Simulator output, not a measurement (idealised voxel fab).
This is a process module. Its name is voxel trench capacitor.
The width of the displayed cross-section, cut, is 260 nm; its cells are square, with a size of 5 nm.
Just so we're on the same page, the cross-sections are grids of square cells, and they're listed out in bands top to bottom, each band one or more rows deep.
Look at the band entry: it leads with the top's height and the bottom's height in nm. Then it lists the materials left to right, with a width in nm for each. The word "edge to edge" on a single material says that material fills the band edge to edge. The word "air" is empty space.
Ref level 0: as-received wafer is one material below here. Bottom band extends down with no lower bound ("z 0 and below").
So if you see something like "30 to 40" for the width, read it as the top row of the band sitting at the first number and the bottom row at the second, with every row in between moving by the same amount as the last.
What does "remained the same" mean for a step? It means no cell of the cross-section changed in that step.
Closed-off voids of 8+ cells (no open route to the top) go in "Listed closed voids", written width x height at distance from the left edge, in nm.
Note: text after step settings on the step line = simulator remark on that step.
overlay nm: step with mask; distance mask lay right of planned place; negative value = left of planned place.

So here's the lineup of process steps we planned:
1 RECEIVE (material Si)
2 CONFORMAL_DEP (material SiN; thk nm 10)
3 PATTERN (tone open; mask id TRENCH; material resist; width nm 25; pitch nm 45; thk nm 15; overlay nm 0)
4 DIRECTIONAL_ETCH (etch materials SiN; depth nm 10)
5 DIRECTIONAL_ETCH (etch materials Si; depth nm 40)
6 STRIP (etch materials resist)
7 CONFORMAL_DEP (material Al2O3; thk nm 5)
8 CONFORMAL_DEP (material TiN; thk nm 5)
9 FILL_DEP (material W; thk nm 5)
10 CMP (height nm 10)

Wafer as received: cross-section following step 1:
- z 0 and below | Si edge to edge
- Listed closed voids: none

Cross-sectional image of the first of two wafers at the end of the module, the run having proceeded as planned:
- z 10 to 0 | 50 SiN; 5 Al2O3; 5 TiN; 5 W; 5 TiN; 5 Al2O3; 20 SiN; 5 Al2O3; 5 TiN; 5 W; 5 TiN; 5 Al2O3; 20 SiN; 5 Al2O3; 5 TiN; 5 W; 5 TiN; 5 Al2O3; 20 SiN; 5 Al2O3; 5 TiN; 5 W; 5 TiN; 5 Al2O3; 50 SiN
- z 0 to -30 | 50 Si; 5 Al2O3; 5 TiN; 5 W; 5 TiN; 5 Al2O3; 20 Si; 5 Al2O3; 5 TiN; 5 W; 5 TiN; 5 Al2O3; 20 Si; 5 Al2O3; 5 TiN; 5 W; 5 TiN; 5 Al2O3; 20 Si; 5 Al2O3; 5 TiN; 5 W; 5 TiN; 5 Al2O3; 50 Si
- z -30 to -35 | 50 Si; 5 Al2O3; 15 TiN; 5 Al2O3; 20 Si; 5 Al2O3; 15 TiN; 5 Al2O3; 20 Si; 5 Al2O3; 15 TiN; 5 Al2O3; 20 Si; 5 Al2O3; 15 TiN; 5 Al2O3; 50 Si
- z -35 to -40 | 50 Si; 25 Al2O3; 20 Si; 25 Al2O3; 20 Si; 25 Al2O3; 20 Si; 25 Al2O3; 50 Si
- z -40 and below | Si edge to edge
- Listed closed voids: none

Second wafer through the module, sectioned at the end: same beginning and same plan as the first wafer, with one mistake in carrying it out:
- z 10 to 0 | 50 SiN; 10 TiN; 5 W; 10 TiN; 20 SiN; 10 TiN; 5 W; 10 TiN; 20 SiN; 10 TiN; 5 W; 10 TiN; 20 SiN; 10 TiN; 5 W; 10 TiN; 50 SiN
- z 0 to -30 | 50 Si; 10 TiN; 5 W; 10 TiN; 20 Si; 10 TiN; 5 W; 10 TiN; 20 Si; 10 TiN; 5 W; 10 TiN; 20 Si; 10 TiN; 5 W; 10 TiN; 50 Si
- z -30 to -40 | 50 Si; 25 TiN; 20 Si; 25 TiN; 20 Si; 25 TiN; 20 Si; 25 TiN; 50 Si
- z -40 and below | Si edge to edge
- Listed closed voids: none
Processing error: step 7 changed vs plan, executed as CONFORMAL_DEP (material TiN; thk nm 5)
The closing comparison, in cells, has the second wafer with more or fewer of some materials than the first: Al2O3: 92 fewer | TiN: 92 more
